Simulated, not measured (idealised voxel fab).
process module | voxel self aligned vias
Section shown: cut. Width: 190 nm. Cell size: 5 nm, square.
Think of the cross-section as a grid of square cells. We describe it in bands, top to bottom, and each band covers one or more rows of those cells. Band: top height; bottom height; in nm. Then, left to right: material with width in nm, for each material. "edge to edge": a single material spanning edge to edge. "empty": empty space. Measure heights from 0. That's the level where, below it, the as-received wafer is all one material. The lowest band is bottomless and extends downward; write it as in "top 0, no bottom". Quick explanation for "30->40": the width changes in equal steps down the rows of cells, from the first number in the band's top row to the second number in its bottom row. Step note "nothing changed" = no cross-section cell changed. "Enclosed empty spaces" - sealed voids, min. 8 cells, no opening to top; format: width x height at distance (distance from left edge; nm throughout). Note: text after step settings on the step line = simulator remark on that step. For masked steps, "overlay nm" on the step line gives how far right of plan the mask actually lay; a minus sign means it lay to the left.

[Process steps - plan]
- 1: RECEIVE: material Si
- 2: CONFORMAL_DEP: material SiO2, thk nm 10
- 3: CONFORMAL_DEP: material SiCN, thk nm 5
- 4: DIRECTIONAL_DEP: material lowk, thk nm 30
- 5: DIRECTIONAL_DEP: material aC, thk nm 10
- 6: PATTERN: tone open, mask id LINES, material resist, width nm 30, pitch nm 80, thk nm 25, overlay nm 0
- 7: DIRECTIONAL_ETCH: etch materials aC, depth nm 10
- 8: STRIP: etch materials resist
- 9: DIRECTIONAL_ETCH: etch materials lowk, depth nm 30
- 10: STRIP: etch materials aC
- 11: CONFORMAL_DEP: material TiN, thk nm 5
- 12: FILL_DEP: material Ru, thk nm 5
- 13: CMP: height nm 45
- 14: SELECTIVE_ETCH: etch materials W Ru TiN, depth nm 10
- 15: FILL_DEP: material SiN, thk nm 5
- 16: CMP: height nm 45
- 17: DIRECTIONAL_DEP: material lowk, thk nm 20
- 18: DIRECTIONAL_DEP: material aC, thk nm 10
- 19: PATTERN: tone open, mask id VIAS, material resist, width nm 50, pitch nm 80, thk nm 25, overlay nm 0
- 20: DIRECTIONAL_ETCH: etch materials aC, depth nm 10
- 21: STRIP: etch materials resist
- 22: DIRECTIONAL_ETCH: etch materials lowk, depth nm 20
- 23: DIRECTIONAL_ETCH: etch materials SiN, depth nm 10
- 24: STRIP: etch materials aC
- 25: CONFORMAL_DEP: material TiN, thk nm 5
- 26: FILL_DEP: material W, thk nm 5
- 27: CMP: height nm 65
- 28: CONFORMAL_DEP: material SiCN, thk nm 5

[Incoming wafer in cross-section (state: after step 1)]
	top 0, no bottom = Si edge to edge
	Enclosed empty spaces: none

[Starting structure and process plan are as shown above, but one mistake was made in running the module; the wafer cross-section at the end of the module follows]
	top 70, bottom 65 = SiCN edge to edge
	top 65, bottom 45 = lowk 30 nm, then TiN 5 nm, then W 40 nm, then TiN 5 nm, then lowk 30 nm, then TiN 5 nm, then W 40 nm, then TiN 5 nm, then lowk 30 nm
	top 45, bottom 40 = SiN 30 nm, then TiN 15 nm, then W 20 nm, then TiN 15 nm, then SiN 30 nm, then TiN 15 nm, then W 20 nm, then TiN 15 nm, then SiN 30 nm
	top 40, bottom 35 = lowk 40 nm, then TiN 30 nm, then lowk 50 nm, then TiN 30 nm, then lowk 40 nm
	top 35, bottom 15 = lowk 40 nm, then TiN 5 nm, then Ru 20 nm, then TiN 5 nm, then lowk 50 nm, then TiN 5 nm, then Ru 20 nm, then TiN 5 nm, then lowk 40 nm
	top 15, bottom 10 = lowk 40 nm, then TiN 30 nm, then lowk 50 nm, then TiN 30 nm, then lowk 40 nm
	top 10, bottom 0 = SiO2 edge to edge
	top 0, no bottom = Si edge to edge
	Enclosed empty spaces: none
Deviation from plan: step 3 of the plan did not run at all; it was left out
